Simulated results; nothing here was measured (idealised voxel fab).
Title: Process Module voxel self aligned vias
Cross-section cut spans 190 nm and uses square cells 5 nm in size.
In what follows, cross-sections appear as grids of square cells, described through bands that run from the top down, where every band is one or more rows of cells.
This entry defines a band. It first specifies the height of the band's top and the height of its bottom in nm, and then specifies the band's materials from left to right, stating each material with its width in nm. The word "everywhere" identifies a single material that fills the band from edge to edge, while the word "empty" identifies empty space.
Height is counted from the level 0, under which the received wafer is composed throughout of one material. The lowest of the bands is not closed at the bottom but continues downward, in the notation "0 -> down".
The width entry "30 to 40" should be interpreted row by row: the top row of cells in the band takes the first number, the bottom row takes the second number, and the change between adjacent rows is uniform throughout.
What does "remains unaltered" mean for a step? It means no cell of the cross-section changed in that step.
Listed in "Fully closed voids": every empty space of 8 or more cells without an open way to the top. Form: width x height at distance, the distance being from the left edge, all in nm.
Read whatever lies past the settings on a step's line as the simulator's own remark about the step.
If you see "overlay nm" on a step's line and that step has a mask, it's telling you how far right of where it was planned the mask ended up; a negative number means it went left instead.
-- The following list gives the planned process steps
- 1: RECEIVE | material Si
- 2: CONFORMAL_DEP | material SiO2 | thk nm 10
- 3: CONFORMAL_DEP | material SiCN | thk nm 5
- 4: DIRECTIONAL_DEP | material lowk | thk nm 30
- 5: DIRECTIONAL_DEP | material aC | thk nm 10
- 6: PATTERN | tone open | mask id LINES | material resist | width nm 30 | pitch nm 80 | thk nm 25 | overlay nm 0
- 7: DIRECTIONAL_ETCH | etch materials aC | depth nm 10
- 8: STRIP | etch materials resist
- 9: DIRECTIONAL_ETCH | etch materials lowk | depth nm 30
- 10: STRIP | etch materials aC
- 11: CONFORMAL_DEP | material TiN | thk nm 5
- 12: FILL_DEP | material Ru | thk nm 5
- 13: CMP | height nm 45
- 14: SELECTIVE_ETCH | etch materials W Ru TiN | depth nm 10
- 15: FILL_DEP | material SiN | thk nm 5
- 16: CMP | height nm 45
- 17: DIRECTIONAL_DEP | material lowk | thk nm 20
- 18: DIRECTIONAL_DEP | material aC | thk nm 10
- 19: PATTERN | tone open | mask id VIAS | material resist | width nm 50 | pitch nm 80 | thk nm 25 | overlay nm 0
- 20: DIRECTIONAL_ETCH | etch materials aC | depth nm 10
- 21: STRIP | etch materials resist
- 22: DIRECTIONAL_ETCH | etch materials lowk | depth nm 20
- 23: DIRECTIONAL_ETCH | etch materials SiN | depth nm 10
- 24: STRIP | etch materials aC
- 25: CONFORMAL_DEP | material TiN | thk nm 5
- 26: FILL_DEP | material W | thk nm 5
- 27: CMP | height nm 65
- 28: CONFORMAL_DEP | material SiCN | thk nm 5
-- What follows covers the first of two wafers; it ran as planned
-- Cross-section of the wafer upon arrival, representing the state reached after step 1
> 0 -> down: Si everywhere
> Fully closed voids: none
-- Wafer xsec, post step 2
> 10 -> 0: SiO2 everywhere
> Below 0 it's all the same as before, nothing changed down there.
-- Wafer xsec, post step 3
> 15 -> 10: SiCN everywhere
> Below 10 it's all the same as before, nothing changed down there.
-- Wafer xsec, post step 4
> 45 -> 15: lowk everywhere
> Below 15 it's all the same as before, nothing changed down there.
-- Wafer xsec, post step 5
> 55 -> 45: aC everywhere
> Below 45 it's all the same as before, nothing changed down there.
-- Wafer xsec, post step 6
> 80 -> 55: resist 40 nm / empty 30 nm / resist 50 nm / empty 30 nm / resist 40 nm
> Below 55 it's all the same as before, nothing changed down there.
-- Wafer xsec, post step 7
> 70 -> 55: resist 40 nm / empty 30 nm / resist 50 nm / empty 30 nm / resist 40 nm
> 55 -> 45: aC 40 nm / empty 30 nm / aC 50 nm / empty 30 nm / aC 40 nm
> Below 45 it's all the same as before, nothing changed down there.
-- Wafer xsec, post step 8
> 55 -> 45: aC 40 nm / empty 30 nm / aC 50 nm / empty 30 nm / aC 40 nm
> Below 45 it's all the same as before, nothing changed down there.
-- Wafer xsec, post step 9
> 55 -> 45: aC 40 nm / empty 30 nm / aC 50 nm / empty 30 nm / aC 40 nm
> 45 -> 15: lowk 40 nm / empty 30 nm / lowk 50 nm / empty 30 nm / lowk 40 nm
> Below 15 it's all the same as before, nothing changed down there.
-- Wafer xsec, post step 10
> 45 -> 15: lowk 40 nm / empty 30 nm / lowk 50 nm / empty 30 nm / lowk 40 nm
> Below 15 it's all the same as before, nothing changed down there.
-- Wafer xsec, post step 11
> 50 -> 45: TiN 45 nm / empty 20 nm / TiN 60 nm / empty 20 nm / TiN 45 nm
> 45 -> 20: lowk 40 nm / TiN 5 nm / empty 20 nm / TiN 5 nm / lowk 50 nm / TiN 5 nm / empty 20 nm / TiN 5 nm / lowk 40 nm
> 20 -> 15: lowk 40 nm / TiN 30 nm / lowk 50 nm / TiN 30 nm / lowk 40 nm
> Below 15 it's all the same as before, nothing changed down there.
-- Wafer xsec, post step 12
> 55 -> 50: Ru everywhere
> 50 -> 45: TiN 45 nm / Ru 20 nm / TiN 60 nm / Ru 20 nm / TiN 45 nm
> 45 -> 20: lowk 40 nm / TiN 5 nm / Ru 20 nm / TiN 5 nm / lowk 50 nm / TiN 5 nm / Ru 20 nm / TiN 5 nm / lowk 40 nm
> Below 20 it's all the same as before, nothing changed down there.
-- Wafer xsec, post step 13
> 45 -> 20: lowk 40 nm / TiN 5 nm / Ru 20 nm / TiN 5 nm / lowk 50 nm / TiN 5 nm / Ru 20 nm / TiN 5 nm / lowk 40 nm
> Below 20 it's all the same as before, nothing changed down there.
-- Wafer xsec, post step 14
> 45 -> 35: lowk 40 nm / empty 30 nm / lowk 50 nm / empty 30 nm / lowk 40 nm
> Below 35 it's all the same as before, nothing changed down there.
-- Wafer xsec, post step 15
> 50 -> 45: SiN everywhere
> 45 -> 35: lowk 40 nm / SiN 30 nm / lowk 50 nm / SiN 30 nm / lowk 40 nm
> Below 35 it's all the same as before, nothing changed down there.
-- Wafer xsec, post step 16
> 45 -> 35: lowk 40 nm / SiN 30 nm / lowk 50 nm / SiN 30 nm / lowk 40 nm
> Below 35 it's all the same as before, nothing changed down there.
-- Wafer xsec, post step 17
> 65 -> 45: lowk everywhere
> Below 45 it's all the same as before, nothing changed down there.
-- Wafer xsec, post step 18
> 75 -> 65: aC everywhere
> Below 65 it's all the same as before, nothing changed down there.
-- Wafer xsec, post step 19
> 100 -> 75: resist 30 nm / empty 50 nm / resist 30 nm / empty 50 nm / resist 30 nm
> Below 75 it's all the same as before, nothing changed down there.
-- Wafer xsec, post step 20
> 90 -> 75: resist 30 nm / empty 50 nm / resist 30 nm / empty 50 nm / resist 30 nm
> 75 -> 65: aC 30 nm / empty 50 nm / aC 30 nm / empty 50 nm / aC 30 nm
> Below 65 it's all the same as before, nothing changed down there.
-- Wafer xsec, post step 21
> 75 -> 65: aC 30 nm / empty 50 nm / aC 30 nm / empty 50 nm / aC 30 nm
> Below 65 it's all the same as before, nothing changed down there.
-- Wafer xsec, post step 22
> 75 -> 65: aC 30 nm / empty 50 nm / aC 30 nm / empty 50 nm / aC 30 nm
> 65 -> 45: lowk 30 nm / empty 50 nm / lowk 30 nm / empty 50 nm / lowk 30 nm
> Below 45 it's all the same as before, nothing changed down there.
-- Wafer xsec, post step 23
> 75 -> 65: aC 30 nm / empty 50 nm / aC 30 nm / empty 50 nm / aC 30 nm
> 65 -> 45: lowk 30 nm / empty 50 nm / lowk 30 nm / empty 50 nm / lowk 30 nm
> 45 -> 35: lowk 40 nm / empty 30 nm / lowk 50 nm / empty 30 nm / lowk 40 nm
> Below 35 it's all the same as before, nothing changed down there.
-- Wafer xsec, post step 24
> 65 -> 45: lowk 30 nm / empty 50 nm / lowk 30 nm / empty 50 nm / lowk 30 nm
> Below 45 it's all the same as before, nothing changed down there.
-- Wafer xsec, post step 25
> 70 -> 65: TiN 35 nm / empty 40 nm / TiN 40 nm / empty 40 nm / TiN 35 nm
> 65 -> 50: lowk 30 nm / TiN 5 nm / empty 40 nm / TiN 5 nm / lowk 30 nm / TiN 5 nm / empty 40 nm / TiN 5 nm / lowk 30 nm
> 50 -> 40: lowk 30 to 40 nm / TiN 15 to 5 nm / empty 20 nm / TiN 15 to 5 nm / lowk 30 to 50 nm / TiN 15 to 5 nm / empty 20 nm / TiN 15 to 5 nm / lowk 30 to 40 nm
> 40 -> 35: lowk 40 nm / TiN 30 nm / lowk 50 nm / TiN 30 nm / lowk 40 nm
> Below 35 it's all the same as before, nothing changed down there.
-- Wafer xsec, post step 26
> 75 -> 70: W everywhere
> 70 -> 65: TiN 35 nm / W 40 nm / TiN 40 nm / W 40 nm / TiN 35 nm
> 65 -> 50: lowk 30 nm / TiN 5 nm / W 40 nm / TiN 5 nm / lowk 30 nm / TiN 5 nm / W 40 nm / TiN 5 nm / lowk 30 nm
> 50 -> 40: lowk 30 to 40 nm / TiN 15 to 5 nm / W 20 nm / TiN 15 to 5 nm / lowk 30 to 50 nm / TiN 15 to 5 nm / W 20 nm / TiN 15 to 5 nm / lowk 30 to 40 nm
> Below 40 it's all the same as before, nothing changed down there.
-- Wafer xsec, post step 27
> 65 -> 50: lowk 30 nm / TiN 5 nm / W 40 nm / TiN 5 nm / lowk 30 nm / TiN 5 nm / W 40 nm / TiN 5 nm / lowk 30 nm
> Below 50 it's all the same as before, nothing changed down there.
-- Wafer xsec, post step 28
> 70 -> 65: SiCN everywhere
> Below 65 it's all the same as before, nothing changed down there.
-- Wafer two of the pair: same origin, same plan, one error during the run; identical to wafer one up to and including step 18
-- The second wafer cut through, at the time step 19 was supposed to be finished
> 100 -> 75: resist 35 nm / empty 45 nm / resist 35 nm / empty 45 nm / resist 30 nm
> Below 75 it's all the same as before, nothing changed down there.
-- The second wafer cut through, at the time step 20 was supposed to be finished
> 90 -> 75: resist 35 nm / empty 45 nm / resist 35 nm / empty 45 nm / resist 30 nm
> 75 -> 65: aC 35 nm / empty 45 nm / aC 35 nm / empty 45 nm / aC 30 nm
> Below 65 it's all the same as before, nothing changed down there.
-- The second wafer cut through, at the time step 21 was supposed to be finished
> 75 -> 65: aC 35 nm / empty 45 nm / aC 35 nm / empty 45 nm / aC 30 nm
> Below 65 it's all the same as before, nothing changed down there.
-- The second wafer cut through, at the time step 22 was supposed to be finished
> 75 -> 65: aC 35 nm / empty 45 nm / aC 35 nm / empty 45 nm / aC 30 nm
> 65 -> 45: lowk 35 nm / empty 45 nm / lowk 35 nm / empty 45 nm / lowk 30 nm
> Below 45 it's all the same as before, nothing changed down there.
-- The second wafer cut through, at the time step 23 was supposed to be finished
> 75 -> 65: aC 35 nm / empty 45 nm / aC 35 nm / empty 45 nm / aC 30 nm
> 65 -> 45: lowk 35 nm / empty 45 nm / lowk 35 nm / empty 45 nm / lowk 30 nm
> 45 -> 35: lowk 40 nm / empty 30 nm / lowk 50 nm / empty 30 nm / lowk 40 nm
> Below 35 it's all the same as before, nothing changed down there.
-- The second wafer cut through, at the time step 24 was supposed to be finished
> 65 -> 45: lowk 35 nm / empty 45 nm / lowk 35 nm / empty 45 nm / lowk 30 nm
> Below 45 it's all the same as before, nothing changed down there.
-- The second wafer cut through, at the time step 25 was supposed to be finished
> 70 -> 65: TiN 40 nm / empty 35 nm / TiN 45 nm / empty 35 nm / TiN 35 nm
> 65 -> 50: lowk 35 nm / TiN 5 nm / empty 35 nm / TiN 5 nm / lowk 35 nm / TiN 5 nm / empty 35 nm / TiN 5 nm / lowk 30 nm
> 50 -> 40: lowk 35 to 40 nm / TiN 10 to 5 nm / empty 20 nm / TiN 15 to 5 nm / lowk 35 to 50 nm / TiN 10 to 5 nm / empty 20 nm / TiN 15 to 5 nm / lowk 30 to 40 nm
> 40 -> 35: lowk 40 nm / TiN 30 nm / lowk 50 nm / TiN 30 nm / lowk 40 nm
> Below 35 it's all the same as before, nothing changed down there.
-- The second wafer cut through, at the time step 26 was supposed to be finished
> 75 -> 70: W everywhere
> 70 -> 65: TiN 40 nm / W 35 nm / TiN 45 nm / W 35 nm / TiN 35 nm
> 65 -> 50: lowk 35 nm / TiN 5 nm / W 35 nm / TiN 5 nm / lowk 35 nm / TiN 5 nm / W 35 nm / TiN 5 nm / lowk 30 nm
> 50 -> 40: lowk 35 to 40 nm / TiN 10 to 5 nm / W 20 nm / TiN 15 to 5 nm / lowk 35 to 50 nm / TiN 10 to 5 nm / W 20 nm / TiN 15 to 5 nm / lowk 30 to 40 nm
> Below 40 it's all the same as before, nothing changed down there.
-- The second wafer cut through, at the time step 27 was supposed to be finished
> 65 -> 50: lowk 35 nm / TiN 5 nm / W 35 nm / TiN 5 nm / lowk 35 nm / TiN 5 nm / W 35 nm / TiN 5 nm / lowk 30 nm
> Below 50 it's all the same as before, nothing changed down there.
-- The second wafer cut through, at the time step 28 was supposed to be finished
> 70 -> 65: SiCN everywhere
> Below 65 it's all the same as before, nothing changed down there.
what went wrong: step 19, actual vs plan mismatch, actual run PATTERN | tone open | mask id VIAS | material resist | width nm 45 | pitch nm 80 | thk nm 25 | overlay nm 0
The final cell counts differ between the wafers, with the second having more or fewer of some materials than the first: TiN: 2 fewer; W: 6 fewer; lowk: 8 more
